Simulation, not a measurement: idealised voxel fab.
The name of this process module is voxel trench capacitor.
The width of the displayed cross-section, cut, is 265 nm; its cells are square, with a size of 5 nm.
In what follows, cross-sections appear as grids of square cells, described through bands that run from the top down, where every band is one or more rows of cells.
Top height, bottom height, nm. Materials left to right, width each, nm. Single material + "throughout" = fills band edge to edge. "blank" = empty.
The reference from which all heights are counted is 0, the level beneath which the as-received wafer is entirely one material; the lowest band, having no lower bound, proceeds downward and is written after the example "z 0 and below".
Per-row width for "30 to 40": begins at first number (top row of band), ends at second number (bottom row), increment between rows held constant.
No cell of the cross-section changed in a step that is given as "nothing changed".
Entry "Fully sealed cavities". Content: empty spaces with no open connection to the top, size 8 cells or greater. Each: width x height at distance. Distance: from left edge. Unit: nm.
Where a step's line continues beyond its settings, the continuation is a remark by the simulator itself on that step.
For masked steps, "overlay nm" on the step line gives how far right of plan the mask actually lay; a minus sign means it lay to the left.
Set out below are the planned steps of the process:
step 1: RECEIVE with material Si
step 2: CONFORMAL_DEP with material SiN, thk nm 5
step 3: DIRECTIONAL_DEP with material aC, thk nm 15
step 4: PATTERN with tone open, mask id TRENCH, material resist, width nm 25, pitch nm 55, thk nm 35, overlay nm 0
step 5: DIRECTIONAL_ETCH with etch materials aC, depth nm 15
step 6: STRIP with etch materials resist
step 7: DIRECTIONAL_ETCH with etch materials SiN, depth nm 5
step 8: DIRECTIONAL_ETCH with etch materials Si, depth nm 40
step 9: STRIP with etch materials aC
step 10: CONFORMAL_DEP with material HfO2, thk nm 5
step 11: CONFORMAL_DEP with material TiN, thk nm 5
step 12: FILL_DEP with material W, thk nm 5
step 13: CMP with height nm 5
First wafer, as planned:
Here's what the wafer looked like in cross-section when it arrived - that's after step 1:
* z 0 and below  Si throughout
* Fully sealed cavities: none
Once step 2 is through, the wafer looks like this in cross-section:
* z 5 to 0  SiN throughout
* below 0: unchanged
Once step 3 is through, the wafer looks like this in cross-section:
* z 20 to 5  aC throughout
* below 5: unchanged
Once step 4 is through, the wafer looks like this in cross-section:
* z 55 to 20  35 nm resist | 25 nm blank | 30 nm resist | 25 nm blank | 30 nm resist | 25 nm blank | 30 nm resist | 25 nm blank | 40 nm resist
* below 20: unchanged
Once step 5 is through, the wafer looks like this in cross-section:
* z 40 to 20  35 nm resist | 25 nm blank | 30 nm resist | 25 nm blank | 30 nm resist | 25 nm blank | 30 nm resist | 25 nm blank | 40 nm resist
* z 20 to 5  35 nm aC | 25 nm blank | 30 nm aC | 25 nm blank | 30 nm aC | 25 nm blank | 30 nm aC | 25 nm blank | 40 nm aC
* below 5: unchanged
Once step 6 is through, the wafer looks like this in cross-section:
* z 20 to 5  35 nm aC | 25 nm blank | 30 nm aC | 25 nm blank | 30 nm aC | 25 nm blank | 30 nm aC | 25 nm blank | 40 nm aC
* below 5: unchanged
Once step 7 is through, the wafer looks like this in cross-section:
* z 20 to 5  35 nm aC | 25 nm blank | 30 nm aC | 25 nm blank | 30 nm aC | 25 nm blank | 30 nm aC | 25 nm blank | 40 nm aC
* z 5 to 0  35 nm SiN | 25 nm blank | 30 nm SiN | 25 nm blank | 30 nm SiN | 25 nm blank | 30 nm SiN | 25 nm blank | 40 nm SiN
* below 0: unchanged
Once step 8 is through, the wafer looks like this in cross-section:
* z 20 to 5  35 nm aC | 25 nm blank | 30 nm aC | 25 nm blank | 30 nm aC | 25 nm blank | 30 nm aC | 25 nm blank | 40 nm aC
* z 5 to 0  35 nm SiN | 25 nm blank | 30 nm SiN | 25 nm blank | 30 nm SiN | 25 nm blank | 30 nm SiN | 25 nm blank | 40 nm SiN
* z 0 to -40  35 nm Si | 25 nm blank | 30 nm Si | 25 nm blank | 30 nm Si | 25 nm blank | 30 nm Si | 25 nm blank | 40 nm Si
* below -40: unchanged
Once step 9 is through, the wafer looks like this in cross-section:
* z 5 to 0  35 nm SiN | 25 nm blank | 30 nm SiN | 25 nm blank | 30 nm SiN | 25 nm blank | 30 nm SiN | 25 nm blank | 40 nm SiN
* below 0: unchanged
Once step 10 is through, the wafer looks like this in cross-section:
* z 10 to 5  40 nm HfO2 | 15 nm blank | 40 nm HfO2 | 15 nm blank | 40 nm HfO2 | 15 nm blank | 40 nm HfO2 | 15 nm blank | 45 nm HfO2
* z 5 to 0  35 nm SiN | 5 nm HfO2 | 15 nm blank | 5 nm HfO2 | 30 nm SiN | 5 nm HfO2 | 15 nm blank | 5 nm HfO2 | 30 nm SiN | 5 nm HfO2 | 15 nm blank | 5 nm HfO2 | 30 nm SiN | 5 nm HfO2 | 15 nm blank | 5 nm HfO2 | 40 nm SiN
* z 0 to -35  35 nm Si | 5 nm HfO2 | 15 nm blank | 5 nm HfO2 | 30 nm Si | 5 nm HfO2 | 15 nm blank | 5 nm HfO2 | 30 nm Si | 5 nm HfO2 | 15 nm blank | 5 nm HfO2 | 30 nm Si | 5 nm HfO2 | 15 nm blank | 5 nm HfO2 | 40 nm Si
* z -35 to -40  35 nm Si | 25 nm HfO2 | 30 nm Si | 25 nm HfO2 | 30 nm Si | 25 nm HfO2 | 30 nm Si | 25 nm HfO2 | 40 nm Si
* below -40: unchanged
Once step 11 is through, the wafer looks like this in cross-section:
* z 15 to 10  45 nm TiN | 5 nm blank | 50 nm TiN | 5 nm blank | 50 nm TiN | 5 nm blank | 50 nm TiN | 5 nm blank | 50 nm TiN
* z 10 to 5  40 nm HfO2 | 5 nm TiN | 5 nm blank | 5 nm TiN | 40 nm HfO2 | 5 nm TiN | 5 nm blank | 5 nm TiN | 40 nm HfO2 | 5 nm TiN | 5 nm blank | 5 nm TiN | 40 nm HfO2 | 5 nm TiN | 5 nm blank | 5 nm TiN | 45 nm HfO2
* z 5 to 0  35 nm SiN | 5 nm HfO2 | 5 nm TiN | 5 nm blank | 5 nm TiN | 5 nm HfO2 | 30 nm SiN | 5 nm HfO2 | 5 nm TiN | 5 nm blank | 5 nm TiN | 5 nm HfO2 | 30 nm SiN | 5 nm HfO2 | 5 nm TiN | 5 nm blank | 5 nm TiN | 5 nm HfO2 | 30 nm SiN | 5 nm HfO2 | 5 nm TiN | 5 nm blank | 5 nm TiN | 5 nm HfO2 | 40 nm SiN
* z 0 to -30  35 nm Si | 5 nm HfO2 | 5 nm TiN | 5 nm blank | 5 nm TiN | 5 nm HfO2 | 30 nm Si | 5 nm HfO2 | 5 nm TiN | 5 nm blank | 5 nm TiN | 5 nm HfO2 | 30 nm Si | 5 nm HfO2 | 5 nm TiN | 5 nm blank | 5 nm TiN | 5 nm HfO2 | 30 nm Si | 5 nm HfO2 | 5 nm TiN | 5 nm blank | 5 nm TiN | 5 nm HfO2 | 40 nm Si
* z -30 to -35  35 nm Si | 5 nm HfO2 | 15 nm TiN | 5 nm HfO2 | 30 nm Si | 5 nm HfO2 | 15 nm TiN | 5 nm HfO2 | 30 nm Si | 5 nm HfO2 | 15 nm TiN | 5 nm HfO2 | 30 nm Si | 5 nm HfO2 | 15 nm TiN | 5 nm HfO2 | 40 nm Si
* below -35: unchanged
Once step 12 is through, the wafer looks like this in cross-section:
* z 20 to 15  W throughout
* z 15 to 10  45 nm TiN | 5 nm W | 50 nm TiN | 5 nm W | 50 nm TiN | 5 nm W | 50 nm TiN | 5 nm W | 50 nm TiN
* z 10 to 5  40 nm HfO2 | 5 nm TiN | 5 nm W | 5 nm TiN | 40 nm HfO2 | 5 nm TiN | 5 nm W | 5 nm TiN | 40 nm HfO2 | 5 nm TiN | 5 nm W | 5 nm TiN | 40 nm HfO2 | 5 nm TiN | 5 nm W | 5 nm TiN | 45 nm HfO2
* z 5 to 0  35 nm SiN | 5 nm HfO2 | 5 nm TiN | 5 nm W | 5 nm TiN | 5 nm HfO2 | 30 nm SiN | 5 nm HfO2 | 5 nm TiN | 5 nm W | 5 nm TiN | 5 nm HfO2 | 30 nm SiN | 5 nm HfO2 | 5 nm TiN | 5 nm W | 5 nm TiN | 5 nm HfO2 | 30 nm SiN | 5 nm HfO2 | 5 nm TiN | 5 nm W | 5 nm TiN | 5 nm HfO2 | 40 nm SiN
* z 0 to -30  35 nm Si | 5 nm HfO2 | 5 nm TiN | 5 nm W | 5 nm TiN | 5 nm HfO2 | 30 nm Si | 5 nm HfO2 | 5 nm TiN | 5 nm W | 5 nm TiN | 5 nm HfO2 | 30 nm Si | 5 nm HfO2 | 5 nm TiN | 5 nm W | 5 nm TiN | 5 nm HfO2 | 30 nm Si | 5 nm HfO2 | 5 nm TiN | 5 nm W | 5 nm TiN | 5 nm HfO2 | 40 nm Si
* below -30: unchanged
Once step 13 is through, the wafer looks like this in cross-section:
* z 5 to 0  35 nm SiN | 5 nm HfO2 | 5 nm TiN | 5 nm W | 5 nm TiN | 5 nm HfO2 | 30 nm SiN | 5 nm HfO2 | 5 nm TiN | 5 nm W | 5 nm TiN | 5 nm HfO2 | 30 nm SiN | 5 nm HfO2 | 5 nm TiN | 5 nm W | 5 nm TiN | 5 nm HfO2 | 30 nm SiN | 5 nm HfO2 | 5 nm TiN | 5 nm W | 5 nm TiN | 5 nm HfO2 | 40 nm SiN
* below 0: unchanged
Here the second wafer is described. Its start and its plan were those of the first wafer. Its run contained one mistake. Up to and including step 3, it did exactly what the first wafer did:
Second wafer cross-section, taken as of the time the plan sets for step 4 to be done:
* z 55 to 20  40 nm resist | 20 nm blank | 35 nm resist | 20 nm blank | 35 nm resist | 20 nm blank | 35 nm resist | 20 nm blank | 40 nm resist
* below 20: unchanged
Second wafer cross-section, taken as of the time the plan sets for step 5 to be done:
* z 40 to 20  40 nm resist | 20 nm blank | 35 nm resist | 20 nm blank | 35 nm resist | 20 nm blank | 35 nm resist | 20 nm blank | 40 nm resist
* z 20 to 5  40 nm aC | 20 nm blank | 35 nm aC | 20 nm blank | 35 nm aC | 20 nm blank | 35 nm aC | 20 nm blank | 40 nm aC
* below 5: unchanged
Second wafer cross-section, taken as of the time the plan sets for step 6 to be done:
* z 20 to 5  40 nm aC | 20 nm blank | 35 nm aC | 20 nm blank | 35 nm aC | 20 nm blank | 35 nm aC | 20 nm blank | 40 nm aC
* below 5: unchanged
Second wafer cross-section, taken as of the time the plan sets for step 7 to be done:
* z 20 to 5  40 nm aC | 20 nm blank | 35 nm aC | 20 nm blank | 35 nm aC | 20 nm blank | 35 nm aC | 20 nm blank | 40 nm aC
* z 5 to 0  40 nm SiN | 20 nm blank | 35 nm SiN | 20 nm blank | 35 nm SiN | 20 nm blank | 35 nm SiN | 20 nm blank | 40 nm SiN
* below 0: unchanged
Second wafer cross-section, taken as of the time the plan sets for step 8 to be done:
* z 20 to 5  40 nm aC | 20 nm blank | 35 nm aC | 20 nm blank | 35 nm aC | 20 nm blank | 35 nm aC | 20 nm blank | 40 nm aC
* z 5 to 0  40 nm SiN | 20 nm blank | 35 nm SiN | 20 nm blank | 35 nm SiN | 20 nm blank | 35 nm SiN | 20 nm blank | 40 nm SiN
* z 0 to -40  40 nm Si | 20 nm blank | 35 nm Si | 20 nm blank | 35 nm Si | 20 nm blank | 35 nm Si | 20 nm blank | 40 nm Si
* below -40: unchanged
Second wafer cross-section, taken as of the time the plan sets for step 9 to be done:
* z 5 to 0  40 nm SiN | 20 nm blank | 35 nm SiN | 20 nm blank | 35 nm SiN | 20 nm blank | 35 nm SiN | 20 nm blank | 40 nm SiN
* below 0: unchanged
Second wafer cross-section, taken as of the time the plan sets for step 10 to be done:
* z 10 to 5  45 nm HfO2 | 10 nm blank | 45 nm HfO2 | 10 nm blank | 45 nm HfO2 | 10 nm blank | 45 nm HfO2 | 10 nm blank | 45 nm HfO2
* z 5 to 0  40 nm SiN | 5 nm HfO2 | 10 nm blank | 5 nm HfO2 | 35 nm SiN | 5 nm HfO2 | 10 nm blank | 5 nm HfO2 | 35 nm SiN | 5 nm HfO2 | 10 nm blank | 5 nm HfO2 | 35 nm SiN | 5 nm HfO2 | 10 nm blank | 5 nm HfO2 | 40 nm SiN
* z 0 to -35  40 nm Si | 5 nm HfO2 | 10 nm blank | 5 nm HfO2 | 35 nm Si | 5 nm HfO2 | 10 nm blank | 5 nm HfO2 | 35 nm Si | 5 nm HfO2 | 10 nm blank | 5 nm HfO2 | 35 nm Si | 5 nm HfO2 | 10 nm blank | 5 nm HfO2 | 40 nm Si
* z -35 to -40  40 nm Si | 20 nm HfO2 | 35 nm Si | 20 nm HfO2 | 35 nm Si | 20 nm HfO2 | 35 nm Si | 20 nm HfO2 | 40 nm Si
* below -40: unchanged
Second wafer cross-section, taken as of the time the plan sets for step 11 to be done:
* z 15 to 10  TiN throughout
* z 10 to 5  45 nm HfO2 | 10 nm TiN | 45 nm HfO2 | 10 nm TiN | 45 nm HfO2 | 10 nm TiN | 45 nm HfO2 | 10 nm TiN | 45 nm HfO2
* z 5 to 0  40 nm SiN | 5 nm HfO2 | 10 nm TiN | 5 nm HfO2 | 35 nm SiN | 5 nm HfO2 | 10 nm TiN | 5 nm HfO2 | 35 nm SiN | 5 nm HfO2 | 10 nm TiN | 5 nm HfO2 | 35 nm SiN | 5 nm HfO2 | 10 nm TiN | 5 nm HfO2 | 40 nm SiN
* z 0 to -35  40 nm Si | 5 nm HfO2 | 10 nm TiN | 5 nm HfO2 | 35 nm Si | 5 nm HfO2 | 10 nm TiN | 5 nm HfO2 | 35 nm Si | 5 nm HfO2 | 10 nm TiN | 5 nm HfO2 | 35 nm Si | 5 nm HfO2 | 10 nm TiN | 5 nm HfO2 | 40 nm Si
* below -35: unchanged
Second wafer cross-section, taken as of the time the plan sets for step 12 to be done:
* z 20 to 15  W throughout
* below 15: unchanged
Second wafer cross-section, taken as of the time the plan sets for step 13 to be done:
* z 5 to 0  40 nm SiN | 5 nm HfO2 | 10 nm TiN | 5 nm HfO2 | 35 nm SiN | 5 nm HfO2 | 10 nm TiN | 5 nm HfO2 | 35 nm SiN | 5 nm HfO2 | 10 nm TiN | 5 nm HfO2 | 35 nm SiN | 5 nm HfO2 | 10 nm TiN | 5 nm HfO2 | 40 nm SiN
* below 0: unchanged
Diagnosis: step 4 was not run as planned; what actually ran was PATTERN with tone open, mask id TRENCH, material resist, width nm 20, pitch nm 55, thk nm 35, overlay nm 0
Per the end-of-run cell counts, the second wafer holds more or fewer of some materials than the first: 4 fewer of HfO2 | 32 more of Si | 4 more of SiN | 4 fewer of TiN | 28 fewer of W
